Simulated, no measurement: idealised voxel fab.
process module | voxel gate over fins
cross-section cut | 225 nm wide | cells 5 nm
A cross-section is a grid of square cells, given in bands from the top down. A band is one or more rows of cells.
Each band's line starts with the height of the band's top and of its bottom, in nm. Then come its materials from left to right, each with its width in nm. One material with "throughout" fills the band from edge to edge. "air" is empty space.
Height 0 is the level under which the wafer as received is all one material. The lowest band goes on downwards, as in "0 down".
A width such as "30 to 40" changes by the same amount from each row of cells to the next, from the band's top row to its bottom row.
"no change" after a step means that no cell of the cross-section changed.
closed voids: empty space of 8 cells or more with no open way to the top, each as width x height at its distance from the left edge, in nm
after a step's settings: what the simulator itself notes on the step
overlay nm, on a step with a mask: how far to the right of its planned place the mask lay; to the left if negative
Each pair below shows a cross-section before one step and the cross-section after it, down to the lowest band that changed. The line under each pair gives the step between them, with its settings. The pairs can come from different runs of this module on the same starting wafer, so a pair continues from the pair above only where its "before" says so.
before
  0 down: Si throughout
  closed voids: none
after
  5 to 0: SiN throughout
  below 0: unchanged
  closed voids: none
the step between: op CONFORMAL_DEP | material SiN | thk nm 5
before: the cross-section after the pair above
after
  20 to 5: air 70 | resist 15 | air 20 | resist 15 | air 20 | resist 15 | air 70
  below 5: unchanged
  closed voids: none
the step between: op PATTERN | tone cover | mask id FINS | material resist | width nm 15 | pitch nm 35 | thk nm 15 | overlay nm 0
before: the cross-section after the pair above
after
  20 to 5: air 70 | resist 15 | air 20 | resist 15 | air 20 | resist 15 | air 70
  5 to 0: air 70 | SiN 15 | air 20 | SiN 15 | air 20 | SiN 15 | air 70
  below 0: unchanged
  closed voids: none
the step between: op DIRECTIONAL_ETCH | etch materials SiN | depth nm 5
before: the cross-section after the pair above
after
  20 to 5: air 70 | resist 15 | air 20 | resist 15 | air 20 | resist 15 | air 70
  5 to 0: air 70 | SiN 15 | air 20 | SiN 15 | air 20 | SiN 15 | air 70
  0 to -40: air 70 | Si 15 | air 20 | Si 15 | air 20 | Si 15 | air 70
  below -40: unchanged
  closed voids: none
the step between: op DIRECTIONAL_ETCH | etch materials Si | depth nm 40
before: the cross-section after the pair above
after
  5 to 0: air 70 | SiN 15 | air 20 | SiN 15 | air 20 | SiN 15 | air 70
  below 0: unchanged
  closed voids: none
the step between: op STRIP | etch materials resist
before: the cross-section after the pair above
after
  5 to 0: air 70 | SiN 15 | air 20 | SiN 15 | air 20 | SiN 15 | air 70
  0 to -40: air 70 | SiO2 5 | Si 5 | SiO2 5 | air 20 | SiO2 5 | Si 5 | SiO2 5 | air 20 | SiO2 5 | Si 5 | SiO2 5 | air 70
  -40 to -45: SiO2 75 | Si 5 | SiO2 30 | Si 5 | SiO2 30 | Si 5 | SiO2 75
  below -45: unchanged
  closed voids: none
the step between: op OXIDIZE | depth nm 5
before: the cross-section after the pair above
after
  20 to 5: SiO2 throughout
  5 to 0: SiO2 70 | SiN 15 | SiO2 20 | SiN 15 | SiO2 20 | SiN 15 | SiO2 70
  0 to -45: SiO2 75 | Si 5 | SiO2 30 | Si 5 | SiO2 30 | Si 5 | SiO2 75
  below -45: unchanged
  closed voids: none
the step between: op FILL_DEP | material SiO2 | thk nm 15
before: the cross-section after the pair above
after
  5 to 0: SiO2 70 | SiN 15 | SiO2 20 | SiN 15 | SiO2 20 | SiN 15 | SiO2 70
  below 0: unchanged
  closed voids: none
the step between: op CMP | height nm 5
before: the cross-section after the pair above
after
  5 to 0: air 70 | SiN 15 | air 20 | SiN 15 | air 20 | SiN 15 | air 70
  0 to -15: air 75 | Si 5 | air 30 | Si 5 | air 30 | Si 5 | air 75
  below -15: unchanged
  closed voids: none
the step between: op SELECTIVE_ETCH | etch materials SiO2 | depth nm 20
before: the cross-section after the pair above
after
  0 to -15: air 75 | Si 5 | air 30 | Si 5 | air 30 | Si 5 | air 75
  below -15: unchanged
  closed voids: none
the step between: op STRIP | etch materials SiN
before: the cross-section after the pair above
after
  5 to 0: air 70 | HfO2 15 | air 20 | HfO2 15 | air 20 | HfO2 15 | air 70
  0 to -10: air 70 | HfO2 5 | Si 5 | HfO2 5 | air 20 | HfO2 5 | Si 5 | HfO2 5 | air 20 | HfO2 5 | Si 5 | HfO2 5 | air 70
  -10 to -15: HfO2 75 | Si 5 | HfO2 30 | Si 5 | HfO2 30 | Si 5 | HfO2 75
  below -15: unchanged
  closed voids: none
the step between: op CONFORMAL_DEP | material HfO2 | thk nm 5
before: the cross-section after the pair above
after
  10 to 5: air 65 | TiN 25 | air 10 | TiN 25 | air 10 | TiN 25 | air 65
  5 to 0: air 65 | TiN 5 | HfO2 15 | TiN 5 | air 10 | TiN 5 | HfO2 15 | TiN 5 | air 10 | TiN 5 | HfO2 15 | TiN 5 | air 65
  0 to -5: air 65 | TiN 5 | HfO2 5 | Si 5 | HfO2 5 | TiN 5 | air 10 | TiN 5 | HfO2 5 | Si 5 | HfO2 5 | TiN 5 | air 10 | TiN 5 | HfO2 5 | Si 5 | HfO2 5 | TiN 5 | air 65
  -5 to -10: TiN 70 | HfO2 5 | Si 5 | HfO2 5 | TiN 20 | HfO2 5 | Si 5 | HfO2 5 | TiN 20 | HfO2 5 | Si 5 | HfO2 5 | TiN 70
  below -10: unchanged
  closed voids: none
the step between: op CONFORMAL_DEP | material TiN | thk nm 5
before: the cross-section after the pair above
after
  25 to 10: W throughout
  10 to 5: W 65 | TiN 25 | W 10 | TiN 25 | W 10 | TiN 25 | W 65
  5 to 0: W 65 | TiN 5 | HfO2 15 | TiN 5 | W 10 | TiN 5 | HfO2 15 | TiN 5 | W 10 | TiN 5 | HfO2 15 | TiN 5 | W 65
  0 to -5: W 65 | TiN 5 | HfO2 5 | Si 5 | HfO2 5 | TiN 5 | W 10 | TiN 5 | HfO2 5 | Si 5 | HfO2 5 | TiN 5 | W 10 | TiN 5 | HfO2 5 | Si 5 | HfO2 5 | TiN 5 | W 65
  below -5: unchanged
  closed voids: none
the step between: op FILL_DEP | material W | thk nm 15
before: the cross-section after the pair above
after
  20 to 10: W throughout
  below 10: unchanged
  closed voids: none
the step between: op CMP | height nm 20
before: the cross-section after the pair above
after
  25 to 20: SiCN throughout
  below 20: unchanged
  closed voids: none
the step between: op CONFORMAL_DEP | material SiCN | thk nm 5
before
  20 to 5: SiO2 throughout
  5 to 0: SiO2 70 | SiN 15 | SiO2 20 | SiN 15 | SiO2 20 | SiN 15 | SiO2 70
  0 to -45: SiO2 75 | Si 5 | SiO2 30 | Si 5 | SiO2 30 | Si 5 | SiO2 75
  -45 down: Si throughout
  closed voids: none
after
  5 to 0: air 70 | SiN 15 | air 20 | SiN 15 | air 20 | SiN 15 | air 70
  below 0: unchanged
  closed voids: none
the step between: op SELECTIVE_ETCH | etch materials SiO2 | depth nm 20
before: the cross-section after the pair above
after
  0 to -45: SiO2 75 | Si 5 | SiO2 30 | Si 5 | SiO2 30 | Si 5 | SiO2 75
  below -45: unchanged
  closed voids: none
the step between: op STRIP | etch materials SiN
before: the cross-section after the pair above
after
  5 to 0: HfO2 throughout
  below 0: unchanged
  closed voids: none
the step between: op CONFORMAL_DEP | material HfO2 | thk nm 5
before: the cross-section after the pair above
after
  10 to 5: TiN throughout
  below 5: unchanged
  closed voids: none
the step between: op CONFORMAL_DEP | material TiN | thk nm 5
before: the cross-section after the pair above
after
  25 to 10: W throughout
  below 10: unchanged
  closed voids: none
the step between: op FILL_DEP | material W | thk nm 15
before: the cross-section after the pair above
after
  20 to 10: W throughout
  below 10: unchanged
  closed voids: none
the step between: op CMP | height nm 20
before: the cross-section after the pair above
after
  25 to 20: SiCN throughout
  below 20: unchanged
  closed voids: none
the step between: op CONFORMAL_DEP | material SiCN | thk nm 5
before
  5 to 0: air 70 | SiN 15 | air 20 | SiN 15 | air 20 | SiN 15 | air 70
  0 to -15: air 75 | Si 5 | air 30 | Si 5 | air 30 | Si 5 | air 75
  -15 to -45: SiO2 75 | Si 5 | SiO2 30 | Si 5 | SiO2 30 | Si 5 | SiO2 75
  -45 down: Si throughout
  closed voids: none
after
  5 to 0: air 70 | SiN 15 | air 20 | SiN 15 | air 20 | SiN 15 | air 70
  0 to -35: air 75 | Si 5 | air 30 | Si 5 | air 30 | Si 5 | air 75
  below -35: unchanged
  closed voids: none
the step between: op SELECTIVE_ETCH | etch materials SiO2 | depth nm 20
before: the cross-section after the pair above
after
  0 to -35: air 75 | Si 5 | air 30 | Si 5 | air 30 | Si 5 | air 75
  below -35: unchanged
  closed voids: none
the step between: op STRIP | etch materials SiN
before: the cross-section after the pair above
after
  5 to 0: air 70 | HfO2 15 | air 20 | HfO2 15 | air 20 | HfO2 15 | air 70
  0 to -30: air 70 | HfO2 5 | Si 5 | HfO2 5 | air 20 | HfO2 5 | Si 5 | HfO2 5 | air 20 | HfO2 5 | Si 5 | HfO2 5 | air 70
  -30 to -35: HfO2 75 | Si 5 | HfO2 30 | Si 5 | HfO2 30 | Si 5 | HfO2 75
  below -35: unchanged
  closed voids: none
the step between: op CONFORMAL_DEP | material HfO2 | thk nm 5
before: the cross-section after the pair above
after
  10 to 5: air 65 | TiN 25 | air 10 | TiN 25 | air 10 | TiN 25 | air 65
  5 to 0: air 65 | TiN 5 | HfO2 15 | TiN 5 | air 10 | TiN 5 | HfO2 15 | TiN 5 | air 10 | TiN 5 | HfO2 15 | TiN 5 | air 65
  0 to -25: air 65 | TiN 5 | HfO2 5 | Si 5 | HfO2 5 | TiN 5 | air 10 | TiN 5 | HfO2 5 | Si 5 | HfO2 5 | TiN 5 | air 10 | TiN 5 | HfO2 5 | Si 5 | HfO2 5 | TiN 5 | air 65
  -25 to -30: TiN 70 | HfO2 5 | Si 5 | HfO2 5 | TiN 20 | HfO2 5 | Si 5 | HfO2 5 | TiN 20 | HfO2 5 | Si 5 | HfO2 5 | TiN 70
  below -30: unchanged
  closed voids: none
the step between: op CONFORMAL_DEP | material TiN | thk nm 5
before: the cross-section after the pair above
after
  25 to 10: W throughout
  10 to 5: W 65 | TiN 25 | W 10 | TiN 25 | W 10 | TiN 25 | W 65
  5 to 0: W 65 | TiN 5 | HfO2 15 | TiN 5 | W 10 | TiN 5 | HfO2 15 | TiN 5 | W 10 | TiN 5 | HfO2 15 | TiN 5 | W 65
  0 to -25: W 65 | TiN 5 | HfO2 5 | Si 5 | HfO2 5 | TiN 5 | W 10 | TiN 5 | HfO2 5 | Si 5 | HfO2 5 | TiN 5 | W 10 | TiN 5 | HfO2 5 | Si 5 | HfO2 5 | TiN 5 | W 65
  below -25: unchanged
  closed voids: none
the step between: op FILL_DEP | material W | thk nm 15
before: the cross-section after the pair above
after
  20 to 10: W throughout
  below 10: unchanged
  closed voids: none
the step between: op CMP | height nm 20
before: the cross-section after the pair above
after
  25 to 20: SiCN throughout
  below 20: unchanged
  closed voids: none
the step between: op CONFORMAL_DEP | material SiCN | thk nm 5
before
  5 to 0: SiO2 70 | SiN 15 | SiO2 20 | SiN 15 | SiO2 20 | SiN 15 | SiO2 70
  0 to -45: SiO2 75 | Si 5 | SiO2 30 | Si 5 | SiO2 30 | Si 5 | SiO2 75
  -45 down: Si throughout
  closed voids: none
after
  5 to 0: SiO2 70 | air 15 | SiO2 20 | air 15 | SiO2 20 | air 15 | SiO2 70
  below 0: unchanged
  closed voids: none
the step between: op STRIP | etch materials SiN
before: the cross-section after the pair above
after
  0 to -15: air 75 | Si 5 | air 30 | Si 5 | air 30 | Si 5 | air 75
  -15 to -20: SiO2 50 | air 25 | Si 5 | air 30 | Si 5 | air 30 | Si 5 | air 25 | SiO2 50
  below -20: unchanged
  closed voids: none
the step between: op SELECTIVE_ETCH | etch materials SiO2 | depth nm 20
before: the cross-section after the pair above
after
  5 to 0: air 70 | HfO2 15 | air 20 | HfO2 15 | air 20 | HfO2 15 | air 70
  0 to -10: air 70 | HfO2 5 | Si 5 | HfO2 5 | air 20 | HfO2 5 | Si 5 | HfO2 5 | air 20 | HfO2 5 | Si 5 | HfO2 5 | air 70
  -10 to -15: HfO2 55 | air 15 | HfO2 5 | Si 5 | HfO2 5 | air 20 | HfO2 5 | Si 5 | HfO2 5 | air 20 | HfO2 5 | Si 5 | HfO2 5 | air 15 | HfO2 55
  -15 to -20: SiO2 50 | HfO2 25 | Si 5 | HfO2 30 | Si 5 | HfO2 30 | Si 5 | HfO2 25 | SiO2 50
  below -20: unchanged
  closed voids: none
the step between: op CONFORMAL_DEP | material HfO2 | thk nm 5
before: the cross-section after the pair above
after
  10 to 5: air 65 | TiN 25 | air 10 | TiN 25 | air 10 | TiN 25 | air 65
  5 to 0: air 65 | TiN 5 | HfO2 15 | TiN 5 | air 10 | TiN 5 | HfO2 15 | TiN 5 | air 10 | TiN 5 | HfO2 15 | TiN 5 | air 65
  0 to -5: air 65 | TiN 5 | HfO2 5 | Si 5 | HfO2 5 | TiN 5 | air 10 | TiN 5 | HfO2 5 | Si 5 | HfO2 5 | TiN 5 | air 10 | TiN 5 | HfO2 5 | Si 5 | HfO2 5 | TiN 5 | air 65
  -5 to -10: TiN 60 | air 5 | TiN 5 | HfO2 5 | Si 5 | HfO2 5 | TiN 5 | air 10 | TiN 5 | HfO2 5 | Si 5 | HfO2 5 | TiN 5 | air 10 | TiN 5 | HfO2 5 | Si 5 | HfO2 5 | TiN 5 | air 5 | TiN 60
  -10 to -15: HfO2 55 | TiN 15 | HfO2 5 | Si 5 | HfO2 5 | TiN 20 | HfO2 5 | Si 5 | HfO2 5 | TiN 20 | HfO2 5 | Si 5 | HfO2 5 | TiN 15 | HfO2 55
  below -15: unchanged
  closed voids: none
the step between: op CONFORMAL_DEP | material TiN | thk nm 5
before: the cross-section after the pair above
after
  25 to 10: W throughout
  10 to 5: W 65 | TiN 25 | W 10 | TiN 25 | W 10 | TiN 25 | W 65
  5 to 0: W 65 | TiN 5 | HfO2 15 | TiN 5 | W 10 | TiN 5 | HfO2 15 | TiN 5 | W 10 | TiN 5 | HfO2 15 | TiN 5 | W 65
  0 to -5: W 65 | TiN 5 | HfO2 5 | Si 5 | HfO2 5 | TiN 5 | W 10 | TiN 5 | HfO2 5 | Si 5 | HfO2 5 | TiN 5 | W 10 | TiN 5 | HfO2 5 | Si 5 | HfO2 5 | TiN 5 | W 65
  -5 to -10: TiN 60 | W 5 | TiN 5 | HfO2 5 | Si 5 | HfO2 5 | TiN 5 | W 10 | TiN 5 | HfO2 5 | Si 5 | HfO2 5 | TiN 5 | W 10 | TiN 5 | HfO2 5 | Si 5 | HfO2 5 | TiN 5 | W 5 | TiN 60
  below -10: unchanged
  closed voids: none
the step between: op FILL_DEP | material W | thk nm 15
before: the cross-section after the pair above
after
  20 to 10: W throughout
  below 10: unchanged
  closed voids: none
the step between: op CMP | height nm 20
before: the cross-section after the pair above
after
  25 to 20: SiCN throughout
  below 20: unchanged
  closed voids: none
the step between: op CONFORMAL_DEP | material SiCN | thk nm 5
before
  20 to 5: air 70 | resist 15 | air 20 | resist 15 | air 20 | resist 15 | air 70
  5 to 0: air 70 | SiN 15 | air 20 | SiN 15 | air 20 | SiN 15 | air 70
  0 down: Si throughout
  closed voids: none
after
  20 to 5: air 70 | resist 15 | air 20 | resist 15 | air 20 | resist 15 | air 70
  5 to 0: air 70 | SiN 15 | air 20 | SiN 15 | air 20 | SiN 15 | air 70
  0 to -50: air 70 | Si 15 | air 20 | Si 15 | air 20 | Si 15 | air 70
  below -50: unchanged
  closed voids: none
the step between: op DIRECTIONAL_ETCH | etch materials Si | depth nm 50
before: the cross-section after the pair above
after
  5 to 0: air 70 | SiN 15 | air 20 | SiN 15 | air 20 | SiN 15 | air 70
  below 0: unchanged
  closed voids: none
the step between: op STRIP | etch materials resist
before: the cross-section after the pair above
after
  5 to 0: air 70 | SiN 15 | air 20 | SiN 15 | air 20 | SiN 15 | air 70
  0 to -50: air 70 | SiO2 5 | Si 5 | SiO2 5 | air 20 | SiO2 5 | Si 5 | SiO2 5 | air 20 | SiO2 5 | Si 5 | SiO2 5 | air 70
  -50 to -55: SiO2 75 | Si 5 | SiO2 30 | Si 5 | SiO2 30 | Si 5 | SiO2 75
  below -55: unchanged
  closed voids: none
the step between: op OXIDIZE | depth nm 5
before: the cross-section after the pair above
after
  20 to 5: SiO2 throughout
  5 to 0: SiO2 70 | SiN 15 | SiO2 20 | SiN 15 | SiO2 20 | SiN 15 | SiO2 70
  0 to -55: SiO2 75 | Si 5 | SiO2 30 | Si 5 | SiO2 30 | Si 5 | SiO2 75
  below -55: unchanged
  closed voids: none
the step between: op FILL_DEP | material SiO2 | thk nm 15
before: the cross-section after the pair above
after
  5 to 0: SiO2 70 | SiN 15 | SiO2 20 | SiN 15 | SiO2 20 | SiN 15 | SiO2 70
  below 0: unchanged
  closed voids: none
the step between: op CMP | height nm 5
before: the cross-section after the pair above
after
  5 to 0: air 70 | SiN 15 | air 20 | SiN 15 | air 20 | SiN 15 | air 70
  0 to -15: air 75 | Si 5 | air 30 | Si 5 | air 30 | Si 5 | air 75
  below -15: unchanged
  closed voids: none
the step between: op SELECTIVE_ETCH | etch materials SiO2 | depth nm 20
before: the cross-section after the pair above
after
  0 to -15: air 75 | Si 5 | air 30 | Si 5 | air 30 | Si 5 | air 75
  below -15: unchanged
  closed voids: none
the step between: op STRIP | etch materials SiN
before: the cross-section after the pair above
after
  5 to 0: air 70 | HfO2 15 | air 20 | HfO2 15 | air 20 | HfO2 15 | air 70
  0 to -10: air 70 | HfO2 5 | Si 5 | HfO2 5 | air 20 | HfO2 5 | Si 5 | HfO2 5 | air 20 | HfO2 5 | Si 5 | HfO2 5 | air 70
  -10 to -15: HfO2 75 | Si 5 | HfO2 30 | Si 5 | HfO2 30 | Si 5 | HfO2 75
  below -15: unchanged
  closed voids: none
the step between: op CONFORMAL_DEP | material HfO2 | thk nm 5
before: the cross-section after the pair above
after
  10 to 5: air 65 | TiN 25 | air 10 | TiN 25 | air 10 | TiN 25 | air 65
  5 to 0: air 65 | TiN 5 | HfO2 15 | TiN 5 | air 10 | TiN 5 | HfO2 15 | TiN 5 | air 10 | TiN 5 | HfO2 15 | TiN 5 | air 65
  0 to -5: air 65 | TiN 5 | HfO2 5 | Si 5 | HfO2 5 | TiN 5 | air 10 | TiN 5 | HfO2 5 | Si 5 | HfO2 5 | TiN 5 | air 10 | TiN 5 | HfO2 5 | Si 5 | HfO2 5 | TiN 5 | air 65
  -5 to -10: TiN 70 | HfO2 5 | Si 5 | HfO2 5 | TiN 20 | HfO2 5 | Si 5 | HfO2 5 | TiN 20 | HfO2 5 | Si 5 | HfO2 5 | TiN 70
  below -10: unchanged
  closed voids: none
the step between: op CONFORMAL_DEP | material TiN | thk nm 5
before: the cross-section after the pair above
after
  25 to 10: W throughout
  10 to 5: W 65 | TiN 25 | W 10 | TiN 25 | W 10 | TiN 25 | W 65
  5 to 0: W 65 | TiN 5 | HfO2 15 | TiN 5 | W 10 | TiN 5 | HfO2 15 | TiN 5 | W 10 | TiN 5 | HfO2 15 | TiN 5 | W 65
  0 to -5: W 65 | TiN 5 | HfO2 5 | Si 5 | HfO2 5 | TiN 5 | W 10 | TiN 5 | HfO2 5 | Si 5 | HfO2 5 | TiN 5 | W 10 | TiN 5 | HfO2 5 | Si 5 | HfO2 5 | TiN 5 | W 65
  below -5: unchanged
  closed voids: none
the step between: op FILL_DEP | material W | thk nm 15
before: the cross-section after the pair above
after
  20 to 10: W throughout
  below 10: unchanged
  closed voids: none
the step between: op CMP | height nm 20
before: the cross-section after the pair above
after
  25 to 20: SiCN throughout
  below 20: unchanged
  closed voids: none
the step between: op CONFORMAL_DEP | material SiCN | thk nm 5
before
  5 to 0: SiN throughout
  0 down: Si throughout
  closed voids: none
after
  20 to 5: air 70 | resist 20 | air 15 | resist 20 | air 15 | resist 20 | air 65
  below 5: unchanged
  closed voids: none
the step between: op PATTERN | tone cover | mask id FINS | material resist | width nm 20 | pitch nm 35 | thk nm 15 | overlay nm 0
before: the cross-section after the pair above
after
  20 to 5: air 70 | resist 20 | air 15 | resist 20 | air 15 | resist 20 | air 65
  5 to 0: air 70 | SiN 20 | air 15 | SiN 20 | air 15 | SiN 20 | air 65
  below 0: unchanged
  closed voids: none
the step between: op DIRECTIONAL_ETCH | etch materials SiN | depth nm 5
before: the cross-section after the pair above
after
  20 to 5: air 70 | resist 20 | air 15 | resist 20 | air 15 | resist 20 | air 65
  5 to 0: air 70 | SiN 20 | air 15 | SiN 20 | air 15 | SiN 20 | air 65
  0 to -40: air 70 | Si 20 | air 15 | Si 20 | air 15 | Si 20 | air 65
  below -40: unchanged
  closed voids: none
the step between: op DIRECTIONAL_ETCH | etch materials Si | depth nm 40
before: the cross-section after the pair above
after
  5 to 0: air 70 | SiN 20 | air 15 | SiN 20 | air 15 | SiN 20 | air 65
  below 0: unchanged
  closed voids: none
the step between: op STRIP | etch materials resist
before: the cross-section after the pair above
after
  5 to 0: air 70 | SiN 20 | air 15 | SiN 20 | air 15 | SiN 20 | air 65
  0 to -40: air 70 | SiO2 5 | Si 10 | SiO2 5 | air 15 | SiO2 5 | Si 10 | SiO2 5 | air 15 | SiO2 5 | Si 10 | SiO2 5 | air 65
  -40 to -45: SiO2 75 | Si 10 | SiO2 25 | Si 10 | SiO2 25 | Si 10 | SiO2 70
  below -45: unchanged
  closed voids: none
the step between: op OXIDIZE | depth nm 5
before: the cross-section after the pair above
after
  20 to 5: SiO2 throughout
  5 to 0: SiO2 70 | SiN 20 | SiO2 15 | SiN 20 | SiO2 15 | SiN 20 | SiO2 65
  0 to -45: SiO2 75 | Si 10 | SiO2 25 | Si 10 | SiO2 25 | Si 10 | SiO2 70
  below -45: unchanged
  closed voids: none
the step between: op FILL_DEP | material SiO2 | thk nm 15
before: the cross-section after the pair above
after
  5 to 0: SiO2 70 | SiN 20 | SiO2 15 | SiN 20 | SiO2 15 | SiN 20 | SiO2 65
  below 0: unchanged
  closed voids: none
the step between: op CMP | height nm 5
before: the cross-section after the pair above
after
  5 to 0: air 70 | SiN 20 | air 15 | SiN 20 | air 15 | SiN 20 | air 65
  0 to -15: air 75 | Si 10 | air 25 | Si 10 | air 25 | Si 10 | air 70
  below -15: unchanged
  closed voids: none
the step between: op SELECTIVE_ETCH | etch materials SiO2 | depth nm 20
before: the cross-section after the pair above
after
  0 to -15: air 75 | Si 10 | air 25 | Si 10 | air 25 | Si 10 | air 70
  below -15: unchanged
  closed voids: none
the step between: op STRIP | etch materials SiN
before: the cross-section after the pair above
after
  5 to 0: air 70 | HfO2 20 | air 15 | HfO2 20 | air 15 | HfO2 20 | air 65
  0 to -10: air 70 | HfO2 5 | Si 10 | HfO2 5 | air 15 | HfO2 5 | Si 10 | HfO2 5 | air 15 | HfO2 5 | Si 10 | HfO2 5 | air 65
  -10 to -15: HfO2 75 | Si 10 | HfO2 25 | Si 10 | HfO2 25 | Si 10 | HfO2 70
  below -15: unchanged
  closed voids: none
the step between: op CONFORMAL_DEP | material HfO2 | thk nm 5
before: the cross-section after the pair above
after
  10 to 5: air 65 | TiN 30 | air 5 | TiN 30 | air 5 | TiN 30 | air 60
  5 to 0: air 65 | TiN 5 | HfO2 20 | TiN 5 | air 5 | TiN 5 | HfO2 20 | TiN 5 | air 5 | TiN 5 | HfO2 20 | TiN 5 | air 60
  0 to -5: air 65 | TiN 5 | HfO2 5 | Si 10 | HfO2 5 | TiN 5 | air 5 | TiN 5 | HfO2 5 | Si 10 | HfO2 5 | TiN 5 | air 5 | TiN 5 | HfO2 5 | Si 10 | HfO2 5 | TiN 5 | air 60
  -5 to -10: TiN 70 | HfO2 5 | Si 10 | HfO2 5 | TiN 15 | HfO2 5 | Si 10 | HfO2 5 | TiN 15 | HfO2 5 | Si 10 | HfO2 5 | TiN 65
  below -10: unchanged
  closed voids: none
the step between: op CONFORMAL_DEP | material TiN | thk nm 5
before: the cross-section after the pair above
after
  25 to 10: W throughout
  10 to 5: W 65 | TiN 30 | W 5 | TiN 30 | W 5 | TiN 30 | W 60
  5 to 0: W 65 | TiN 5 | HfO2 20 | TiN 5 | W 5 | TiN 5 | HfO2 20 | TiN 5 | W 5 | TiN 5 | HfO2 20 | TiN 5 | W 60
  0 to -5: W 65 | TiN 5 | HfO2 5 | Si 10 | HfO2 5 | TiN 5 | W 5 | TiN 5 | HfO2 5 | Si 10 | HfO2 5 | TiN 5 | W 5 | TiN 5 | HfO2 5 | Si 10 | HfO2 5 | TiN 5 | W 60
  below -5: unchanged
  closed voids: none
the step between: op FILL_DEP | material W | thk nm 15
before: the cross-section after the pair above
after
  20 to 10: W throughout
  below 10: unchanged
  closed voids: none
the step between: op CMP | height nm 20
before: the cross-section after the pair above
after
  25 to 20: SiCN throughout
  below 20: unchanged
  closed voids: none
the step between: op CONFORMAL_DEP | material SiCN | thk nm 5
before
  5 to 0: SiN throughout
  0 down: Si throughout
  closed voids: none
after
  20 to 5: air 60 | resist 15 | air 20 | resist 15 | air 20 | resist 15 | air 80
  below 5: unchanged
  closed voids: none
the step between: op PATTERN | tone cover | mask id FINS | material resist | width nm 15 | pitch nm 35 | thk nm 15 | overlay nm -10
before: the cross-section after the pair above
after
  20 to 5: air 60 | resist 15 | air 20 | resist 15 | air 20 | resist 15 | air 80
  5 to 0: air 60 | SiN 15 | air 20 | SiN 15 | air 20 | SiN 15 | air 80
  below 0: unchanged
  closed voids: none
the step between: op DIRECTIONAL_ETCH | etch materials SiN | depth nm 5
before: the cross-section after the pair above
after
  20 to 5: air 60 | resist 15 | air 20 | resist 15 | air 20 | resist 15 | air 80
  5 to 0: air 60 | SiN 15 | air 20 | SiN 15 | air 20 | SiN 15 | air 80
  0 to -40: air 60 | Si 15 | air 20 | Si 15 | air 20 | Si 15 | air 80
  below -40: unchanged
  closed voids: none
the step between: op DIRECTIONAL_ETCH | etch materials Si | depth nm 40
before: the cross-section after the pair above
after
  5 to 0: air 60 | SiN 15 | air 20 | SiN 15 | air 20 | SiN 15 | air 80
  below 0: unchanged
  closed voids: none
the step between: op STRIP | etch materials resist
before: the cross-section after the pair above
after
  5 to 0: air 60 | SiN 15 | air 20 | SiN 15 | air 20 | SiN 15 | air 80
  0 to -40: air 60 | SiO2 5 | Si 5 | SiO2 5 | air 20 | SiO2 5 | Si 5 | SiO2 5 | air 20 | SiO2 5 | Si 5 | SiO2 5 | air 80
  -40 to -45: SiO2 65 | Si 5 | SiO2 30 | Si 5 | SiO2 30 | Si 5 | SiO2 85
  below -45: unchanged
  closed voids: none
the step between: op OXIDIZE | depth nm 5
before: the cross-section after the pair above
after
  20 to 5: SiO2 throughout
  5 to 0: SiO2 60 | SiN 15 | SiO2 20 | SiN 15 | SiO2 20 | SiN 15 | SiO2 80
  0 to -45: SiO2 65 | Si 5 | SiO2 30 | Si 5 | SiO2 30 | Si 5 | SiO2 85
  below -45: unchanged
  closed voids: none
the step between: op FILL_DEP | material SiO2 | thk nm 15
before: the cross-section after the pair above
after
  5 to 0: SiO2 60 | SiN 15 | SiO2 20 | SiN 15 | SiO2 20 | SiN 15 | SiO2 80
  below 0: unchanged
  closed voids: none
the step between: op CMP | height nm 5
before: the cross-section after the pair above
after
  5 to 0: air 60 | SiN 15 | air 20 | SiN 15 | air 20 | SiN 15 | air 80
  0 to -15: air 65 | Si 5 | air 30 | Si 5 | air 30 | Si 5 | air 85
  below -15: unchanged
  closed voids: none
the step between: op SELECTIVE_ETCH | etch materials SiO2 | depth nm 20
before: the cross-section after the pair above
after
  0 to -15: air 65 | Si 5 | air 30 | Si 5 | air 30 | Si 5 | air 85
  below -15: unchanged
  closed voids: none
the step between: op STRIP | etch materials SiN
before: the cross-section after the pair above
after
  5 to 0: air 60 | HfO2 15 | air 20 | HfO2 15 | air 20 | HfO2 15 | air 80
  0 to -10: air 60 | HfO2 5 | Si 5 | HfO2 5 | air 20 | HfO2 5 | Si 5 | HfO2 5 | air 20 | HfO2 5 | Si 5 | HfO2 5 | air 80
  -10 to -15: HfO2 65 | Si 5 | HfO2 30 | Si 5 | HfO2 30 | Si 5 | HfO2 85
  below -15: unchanged
  closed voids: none
the step between: op CONFORMAL_DEP | material HfO2 | thk nm 5
before: the cross-section after the pair above
after
  10 to 5: air 55 | TiN 25 | air 10 | TiN 25 | air 10 | TiN 25 | air 75
  5 to 0: air 55 | TiN 5 | HfO2 15 | TiN 5 | air 10 | TiN 5 | HfO2 15 | TiN 5 | air 10 | TiN 5 | HfO2 15 | TiN 5 | air 75
  0 to -5: air 55 | TiN 5 | HfO2 5 | Si 5 | HfO2 5 | TiN 5 | air 10 | TiN 5 | HfO2 5 | Si 5 | HfO2 5 | TiN 5 | air 10 | TiN 5 | HfO2 5 | Si 5 | HfO2 5 | TiN 5 | air 75
  -5 to -10: TiN 60 | HfO2 5 | Si 5 | HfO2 5 | TiN 20 | HfO2 5 | Si 5 | HfO2 5 | TiN 20 | HfO2 5 | Si 5 | HfO2 5 | TiN 80
  below -10: unchanged
  closed voids: none
the step between: op CONFORMAL_DEP | material TiN | thk nm 5
before: the cross-section after the pair above
after
  25 to 10: W throughout
  10 to 5: W 55 | TiN 25 | W 10 | TiN 25 | W 10 | TiN 25 | W 75
  5 to 0: W 55 | TiN 5 | HfO2 15 | TiN 5 | W 10 | TiN 5 | HfO2 15 | TiN 5 | W 10 | TiN 5 | HfO2 15 | TiN 5 | W 75
  0 to -5: W 55 | TiN 5 | HfO2 5 | Si 5 | HfO2 5 | TiN 5 | W 10 | TiN 5 | HfO2 5 | Si 5 | HfO2 5 | TiN 5 | W 10 | TiN 5 | HfO2 5 | Si 5 | HfO2 5 | TiN 5 | W 75
  below -5: unchanged
  closed voids: none
the step between: op FILL_DEP | material W | thk nm 15
before: the cross-section after the pair above
after
  20 to 10: W throughout
  below 10: unchanged
  closed voids: none
the step between: op CMP | height nm 20
before: the cross-section after the pair above
after
  25 to 20: SiCN throughout
  below 20: unchanged
  closed voids: none
the step between: op CONFORMAL_DEP | material SiCN | thk nm 5
